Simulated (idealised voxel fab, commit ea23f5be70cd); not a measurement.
process module | voxel double patterning
Cross-section cut: width 150 nm, square cells of 5 nm.
In this document a cross-section is written as a grid of square cells. It is given as a series of bands, listed from the top down, and a band is one or more rows of cells.
Within each band entry, the heights of the top and of the bottom of the band appear first, in that order and in nm; the materials of the band then follow from left to right, each with its corresponding width in nm. The designation "everywhere" on a single material indicates that it fills the band from edge to edge; the designation "blank" indicates empty space.
Basically, 0 is our baseline, since under it the wafer straight out of the box is all one material. The bottom band has no lower end and keeps on going down, so it looks like "0..down".
Note: "30 to 40" means the width goes from the first number (top row of the band) to the second number (bottom row) in equal steps per row of cells.
Where a step carries "no modification", the cross-section came out of it unchanged, cell for cell.
In "Closed void catalog" the enclosed voids are listed, meaning empty spaces of 8 cells or larger without any opening to the top. The form is width x height at distance, distance from the left edge, units nm.
On each step's line, the part that comes after the settings is the simulator's own comment on the step.
"overlay nm", when on a step's line for a step with a mask, measures how far to the right of its planned place the mask lay; a negative measure means to the left.
**The process steps that were planned are listed below**
| 1 | RECEIVE,material Si |
| 2 | CONFORMAL_DEP,material SiN,thk nm 5 |
| 3 | DIRECTIONAL_DEP,material SiO2,thk nm 15 |
| 4 | DIRECTIONAL_DEP,material SiCN,thk nm 10 |
| 5 | PATTERN,tone open,mask id FIRST,material resist,width nm 15,pitch nm 50,thk nm 20,overlay nm 0 |
| 6 | DIRECTIONAL_ETCH,etch materials SiCN,depth nm 10 |
| 7 | STRIP,etch materials resist |
| 8 | MASKED_ETCH,tone open,mask id SECOND,width nm 15,etch materials SiCN,depth nm 10,overlay nm 0 |
| 9 | DIRECTIONAL_ETCH,etch materials SiO2,depth nm 15 |
| 10 | STRIP,etch materials SiCN |
**First of two wafers, processed according to plan**
**Wafer at receipt (post step 1), cross-section**
	0..down: Si everywhere
	Closed void catalog: none
**Step 2 done - wafer cross-section**
	5..0: SiN everywhere
	For the remainder of the cross-section, below 0, there is no change.
**Step 3 done - wafer cross-section**
	20..5: SiO2 everywhere
	For the remainder of the cross-section, below 5, there is no change.
**Step 4 done - wafer cross-section**
	30..20: SiCN everywhere
	For the remainder of the cross-section, below 20, there is no change.
**Step 5 done - wafer cross-section**
	50..30: resist (40), then blank (15), then resist (35), then blank (15), then resist (45)
	For the remainder of the cross-section, below 30, there is no change.
**Step 6 done - wafer cross-section**
	50..30: resist (40), then blank (15), then resist (35), then blank (15), then resist (45)
	30..20: SiCN (40), then blank (15), then SiCN (35), then blank (15), then SiCN (45)
	For the remainder of the cross-section, below 20, there is no change.
**Step 7 done - wafer cross-section**
	30..20: SiCN (40), then blank (15), then SiCN (35), then blank (15), then SiCN (45)
	For the remainder of the cross-section, below 20, there is no change.
**Step 8 done - wafer cross-section**
	30..20: SiCN (40), then blank (15), then SiCN (10), then blank (15), then SiCN (10), then blank (15), then SiCN (45)
	For the remainder of the cross-section, below 20, there is no change.
**Step 9 done - wafer cross-section**
	30..20: SiCN (40), then blank (15), then SiCN (10), then blank (15), then SiCN (10), then blank (15), then SiCN (45)
	20..5: SiO2 (40), then blank (15), then SiO2 (10), then blank (15), then SiO2 (10), then blank (15), then SiO2 (45)
	For the remainder of the cross-section, below 5, there is no change.
**Step 10 done - wafer cross-section**
	20..5: SiO2 (40), then blank (15), then SiO2 (10), then blank (15), then SiO2 (10), then blank (15), then SiO2 (45)
	For the remainder of the cross-section, below 5, there is no change.
**It is to be noted that the second wafer proceeded from the same initial state and according to the same plan as the first, although one mistake was committed in its execution; through step 4, inclusive, the two wafers share an identical history**
**Second wafer: cross-section at the scheduled end of step 5**
	50..30: resist (30), then blank (15), then resist (35), then blank (15), then resist (55)
	For the remainder of the cross-section, below 30, there is no change.
**Second wafer: cross-section at the scheduled end of step 6**
	50..30: resist (30), then blank (15), then resist (35), then blank (15), then resist (55)
	30..20: SiCN (30), then blank (15), then SiCN (35), then blank (15), then SiCN (55)
	For the remainder of the cross-section, below 20, there is no change.
**Second wafer: cross-section at the scheduled end of step 7**
	30..20: SiCN (30), then blank (15), then SiCN (35), then blank (15), then SiCN (55)
	For the remainder of the cross-section, below 20, there is no change.
**Second wafer: cross-section at the scheduled end of step 8**
	30..20: SiCN (30), then blank (15), then SiCN (20), then blank (30), then SiCN (55)
	For the remainder of the cross-section, below 20, there is no change.
**Second wafer: cross-section at the scheduled end of step 9**
	30..20: SiCN (30), then blank (15), then SiCN (20), then blank (30), then SiCN (55)
	20..5: SiO2 (30), then blank (15), then SiO2 (20), then blank (30), then SiO2 (55)
	For the remainder of the cross-section, below 5, there is no change.
**Second wafer: cross-section at the scheduled end of step 10**
	20..5: SiO2 (30), then blank (15), then SiO2 (20), then blank (30), then SiO2 (55)
	For the remainder of the cross-section, below 5, there is no change.
Deviation noted in wafer processing: the process deviated at step 5: the operation and settings actually run there were PATTERN,tone open,mask id FIRST,material resist,width nm 15,pitch nm 50,thk nm 20,overlay nm -10
At the end, the second wafer has the same number of cells of each material as the first, but those cells sit in other places.
